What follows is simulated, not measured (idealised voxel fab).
Title: Process Module voxel self aligned contacts
The width of the displayed cross-section, cut, is 280 nm; its cells are square, with a size of 5 nm.
How to read a cross-section here: the picture is a grid of square cells, written as bands going from the top down, and any band can span one or more rows of cells. What a band's entry tells you: where the top is and where the bottom is, as heights in nm, and after that what lies inside, material by material from left to right, each with its width in nm. Empty space is written as the word "blank", and a single material marked with the word "throughout" occupies the band from edge to edge. Where do heights start? At 0: under that level the wafer as delivered is made of one material only. And the lowest band has no floor; it just carries on downward, as in "0 -> down". The expression "30..40" gives the width at the extremes of the band, the first number at its top row of cells and the second at its bottom row, with the width changing by equal amounts from each row to the next in between. "stayed the same" (step): cross-section cells unchanged, all of them. The entry "Enclosed empty spaces" lists the empty spaces that cover at least 8 cells and have no open path to the top. Each is written as width x height at distance, where the distance is measured from the left edge and all three values are in nm. That trailing text on a step's line, after the settings, is the simulator's own remark on the step. "overlay nm" answers the question of how far to the right of plan the mask lay on a step that has a mask, and when it is negative the answer is to the left.
LISTED BELOW ARE THE PROCESS STEPS AS PLANNED
| 1 | RECEIVE, material Si |
| 2 | CONFORMAL_DEP, material SiO2, thk nm 5 |
| 3 | DIRECTIONAL_DEP, material polySi, thk nm 20 |
| 4 | DIRECTIONAL_DEP, material SiN, thk nm 15 |
| 5 | PATTERN, tone cover, mask id GATE, material resist, width nm 25, pitch nm 50, thk nm 20, overlay nm 0 |
| 6 | DIRECTIONAL_ETCH, etch materials SiN, depth nm 15 |
| 7 | DIRECTIONAL_ETCH, etch materials polySi, depth nm 20 |
| 8 | STRIP, etch materials resist |
| 9 | CONFORMAL_DEP, material SiN, thk nm 5 |
| 10 | DIRECTIONAL_ETCH, etch materials SiN, depth nm 5 |
| 11 | FILL_DEP, material SiO2, thk nm 15 |
| 12 | CMP, height nm 45 |
| 13 | MASKED_ETCH, tone open, mask id CONTACT, width nm 35, etch materials SiO2, depth nm 45, overlay nm 0 |
| 14 | CONFORMAL_DEP, material TiN, thk nm 5 |
| 15 | FILL_DEP, material W, thk nm 10 |
| 16 | CMP, height nm 45 |
| 17 | CONFORMAL_DEP, material SiCN, thk nm 5 |
THE FOLLOWING PERTAINS TO THE FIRST OF TWO WAFERS, WHICH WAS PROCESSED AS PLANNED
INCOMING WAFER, CROSS-SECTIONAL VIEW, POST STEP 1
* 0 -> down  Si throughout
* Enclosed empty spaces: none
STEP 2 COMPLETE: CROSS-SECTION THROUGH THE WAFER
* 5 -> 0  SiO2 throughout
* Everything under 0 stays put, no change at all.
STEP 3 COMPLETE: CROSS-SECTION THROUGH THE WAFER
* 25 -> 5  polySi throughout
* Everything under 5 stays put, no change at all.
STEP 4 COMPLETE: CROSS-SECTION THROUGH THE WAFER
* 40 -> 25  SiN throughout
* Everything under 25 stays put, no change at all.
STEP 5 COMPLETE: CROSS-SECTION THROUGH THE WAFER
* 60 -> 40  blank: 100, resist: 25, blank: 25, resist: 25, blank: 105
* Everything under 40 stays put, no change at all.
STEP 6 COMPLETE: CROSS-SECTION THROUGH THE WAFER
* 60 -> 40  blank: 100, resist: 25, blank: 25, resist: 25, blank: 105
* 40 -> 25  blank: 100, SiN: 25, blank: 25, SiN: 25, blank: 105
* Everything under 25 stays put, no change at all.
STEP 7 COMPLETE: CROSS-SECTION THROUGH THE WAFER
* 60 -> 40  blank: 100, resist: 25, blank: 25, resist: 25, blank: 105
* 40 -> 25  blank: 100, SiN: 25, blank: 25, SiN: 25, blank: 105
* 25 -> 5  blank: 100, polySi: 25, blank: 25, polySi: 25, blank: 105
* Everything under 5 stays put, no change at all.
STEP 8 COMPLETE: CROSS-SECTION THROUGH THE WAFER
* 40 -> 25  blank: 100, SiN: 25, blank: 25, SiN: 25, blank: 105
* Everything under 25 stays put, no change at all.
STEP 9 COMPLETE: CROSS-SECTION THROUGH THE WAFER
* 45 -> 25  blank: 95, SiN: 35, blank: 15, SiN: 35, blank: 100
* 25 -> 10  blank: 95, SiN: 5, polySi: 25, SiN: 5, blank: 15, SiN: 5, polySi: 25, SiN: 5, blank: 100
* 10 -> 5  SiN: 100, polySi: 25, SiN: 25, polySi: 25, SiN: 105
* Everything under 5 stays put, no change at all.
STEP 10 COMPLETE: CROSS-SECTION THROUGH THE WAFER
* 40 -> 25  blank: 95, SiN: 35, blank: 15, SiN: 35, blank: 100
* 25 -> 5  blank: 95, SiN: 5, polySi: 25, SiN: 5, blank: 15, SiN: 5, polySi: 25, SiN: 5, blank: 100
* Everything under 5 stays put, no change at all.
STEP 11 COMPLETE: CROSS-SECTION THROUGH THE WAFER
* 55 -> 40  SiO2 throughout
* 40 -> 25  SiO2: 95, SiN: 35, SiO2: 15, SiN: 35, SiO2: 100
* 25 -> 5  SiO2: 95, SiN: 5, polySi: 25, SiN: 5, SiO2: 15, SiN: 5, polySi: 25, SiN: 5, SiO2: 100
* Everything under 5 stays put, no change at all.
STEP 12 COMPLETE: CROSS-SECTION THROUGH THE WAFER
* 45 -> 40  SiO2 throughout
* Everything under 40 stays put, no change at all.
STEP 13 COMPLETE: CROSS-SECTION THROUGH THE WAFER
* 45 -> 40  SiO2: 120, blank: 35, SiO2: 125
* 40 -> 25  SiO2: 95, SiN: 35, blank: 15, SiN: 35, SiO2: 100
* 25 -> 5  SiO2: 95, SiN: 5, polySi: 25, SiN: 5, blank: 15, SiN: 5, polySi: 25, SiN: 5, SiO2: 100
* 5 -> 0  SiO2: 130, blank: 15, SiO2: 135
* Everything under 0 stays put, no change at all.
STEP 14 COMPLETE: CROSS-SECTION THROUGH THE WAFER
* 50 -> 45  TiN: 125, blank: 25, TiN: 130
* 45 -> 40  SiO2: 120, TiN: 15, blank: 5, TiN: 15, SiO2: 125
* 40 -> 25  SiO2: 95, SiN: 35, TiN: 5, blank: 5, TiN: 5, SiN: 35, SiO2: 100
* 25 -> 5  SiO2: 95, SiN: 5, polySi: 25, SiN: 5, TiN: 5, blank: 5, TiN: 5, SiN: 5, polySi: 25, SiN: 5, SiO2: 100
* 5 -> 0  SiO2: 130, TiN: 15, SiO2: 135
* Everything under 0 stays put, no change at all.
STEP 15 COMPLETE: CROSS-SECTION THROUGH THE WAFER
* 60 -> 50  W throughout
* 50 -> 45  TiN: 125, W: 25, TiN: 130
* 45 -> 40  SiO2: 120, TiN: 15, W: 5, TiN: 15, SiO2: 125
* 40 -> 25  SiO2: 95, SiN: 35, TiN: 5, W: 5, TiN: 5, SiN: 35, SiO2: 100
* 25 -> 5  SiO2: 95, SiN: 5, polySi: 25, SiN: 5, TiN: 5, W: 5, TiN: 5, SiN: 5, polySi: 25, SiN: 5, SiO2: 100
* Everything under 5 stays put, no change at all.
STEP 16 COMPLETE: CROSS-SECTION THROUGH THE WAFER
* 45 -> 40  SiO2: 120, TiN: 15, W: 5, TiN: 15, SiO2: 125
* Everything under 40 stays put, no change at all.
STEP 17 COMPLETE: CROSS-SECTION THROUGH THE WAFER
* 50 -> 45  SiCN throughout
* Everything under 45 stays put, no change at all.
WHAT FOLLOWS CONCERNS THE SECOND WAFER, WHICH STARTED OUT LIKE THE FIRST AND WAS MEANT TO FOLLOW THE VERY SAME PLAN; ONE MISTAKE CREPT IN WHEN IT WAS RUN, BUT EVERYTHING UP TO AND INCLUDING STEP 8 IS THE SAME AS FOR THE FIRST WAFER
CROSS-SECTION: SECOND WAFER, TIME AT WHICH STEP 9 WAS SCHEDULED TO END
* 45 -> 40  blank: 95, W: 35, blank: 15, W: 35, blank: 100
* 40 -> 25  blank: 95, W: 5, SiN: 25, W: 5, blank: 15, W: 5, SiN: 25, W: 5, blank: 100
* 25 -> 10  blank: 95, W: 5, polySi: 25, W: 5, blank: 15, W: 5, polySi: 25, W: 5, blank: 100
* 10 -> 5  W: 100, polySi: 25, W: 25, polySi: 25, W: 105
* Everything under 5 stays put, no change at all.
Cross-section: second wafer, time at which step 10 was scheduled to end: stayed the same
CROSS-SECTION: SECOND WAFER, TIME AT WHICH STEP 11 WAS SCHEDULED TO END
* 60 -> 45  SiO2 throughout
* 45 -> 40  SiO2: 95, W: 35, SiO2: 15, W: 35, SiO2: 100
* 40 -> 25  SiO2: 95, W: 5, SiN: 25, W: 5, SiO2: 15, W: 5, SiN: 25, W: 5, SiO2: 100
* 25 -> 10  SiO2: 95, W: 5, polySi: 25, W: 5, SiO2: 15, W: 5, polySi: 25, W: 5, SiO2: 100
* Everything under 10 stays put, no change at all.
CROSS-SECTION: SECOND WAFER, TIME AT WHICH STEP 12 WAS SCHEDULED TO END
* 45 -> 40  SiO2: 95, W: 35, SiO2: 15, W: 35, SiO2: 100
* Everything under 40 stays put, no change at all.
CROSS-SECTION: SECOND WAFER, TIME AT WHICH STEP 13 WAS SCHEDULED TO END
* 45 -> 40  SiO2: 95, W: 35, blank: 15, W: 35, SiO2: 100
* 40 -> 25  SiO2: 95, W: 5, SiN: 25, W: 5, blank: 15, W: 5, SiN: 25, W: 5, SiO2: 100
* 25 -> 10  SiO2: 95, W: 5, polySi: 25, W: 5, blank: 15, W: 5, polySi: 25, W: 5, SiO2: 100
* Everything under 10 stays put, no change at all.
CROSS-SECTION: SECOND WAFER, TIME AT WHICH STEP 14 WAS SCHEDULED TO END
* 50 -> 45  TiN: 135, blank: 5, TiN: 140
* 45 -> 40  SiO2: 95, W: 35, TiN: 5, blank: 5, TiN: 5, W: 35, SiO2: 100
* 40 -> 25  SiO2: 95, W: 5, SiN: 25, W: 5, TiN: 5, blank: 5, TiN: 5, W: 5, SiN: 25, W: 5, SiO2: 100
* 25 -> 15  SiO2: 95, W: 5, polySi: 25, W: 5, TiN: 5, blank: 5, TiN: 5, W: 5, polySi: 25, W: 5, SiO2: 100
* 15 -> 10  SiO2: 95, W: 5, polySi: 25, W: 5, TiN: 15, W: 5, polySi: 25, W: 5, SiO2: 100
* Everything under 10 stays put, no change at all.
CROSS-SECTION: SECOND WAFER, TIME AT WHICH STEP 15 WAS SCHEDULED TO END
* 60 -> 50  W throughout
* 50 -> 45  TiN: 135, W: 5, TiN: 140
* 45 -> 40  SiO2: 95, W: 35, TiN: 5, W: 5, TiN: 5, W: 35, SiO2: 100
* 40 -> 25  SiO2: 95, W: 5, SiN: 25, W: 5, TiN: 5, W: 5, TiN: 5, W: 5, SiN: 25, W: 5, SiO2: 100
* 25 -> 15  SiO2: 95, W: 5, polySi: 25, W: 5, TiN: 5, W: 5, TiN: 5, W: 5, polySi: 25, W: 5, SiO2: 100
* Everything under 15 stays put, no change at all.
CROSS-SECTION: SECOND WAFER, TIME AT WHICH STEP 16 WAS SCHEDULED TO END
* 45 -> 40  SiO2: 95, W: 35, TiN: 5, W: 5, TiN: 5, W: 35, SiO2: 100
* Everything under 40 stays put, no change at all.
CROSS-SECTION: SECOND WAFER, TIME AT WHICH STEP 17 WAS SCHEDULED TO END
* 50 -> 45  SiCN throughout
* Everything under 45 stays put, no change at all.
Finding, execution versus plan: step 9 changed vs plan, executed as CONFORMAL_DEP, material W, thk nm 5
Per the end-of-run cell counts, the second wafer holds more or fewer of some materials than the first: SiN: 28 fewer; SiO2: 46 fewer; TiN: 8 fewer; W: 82 more
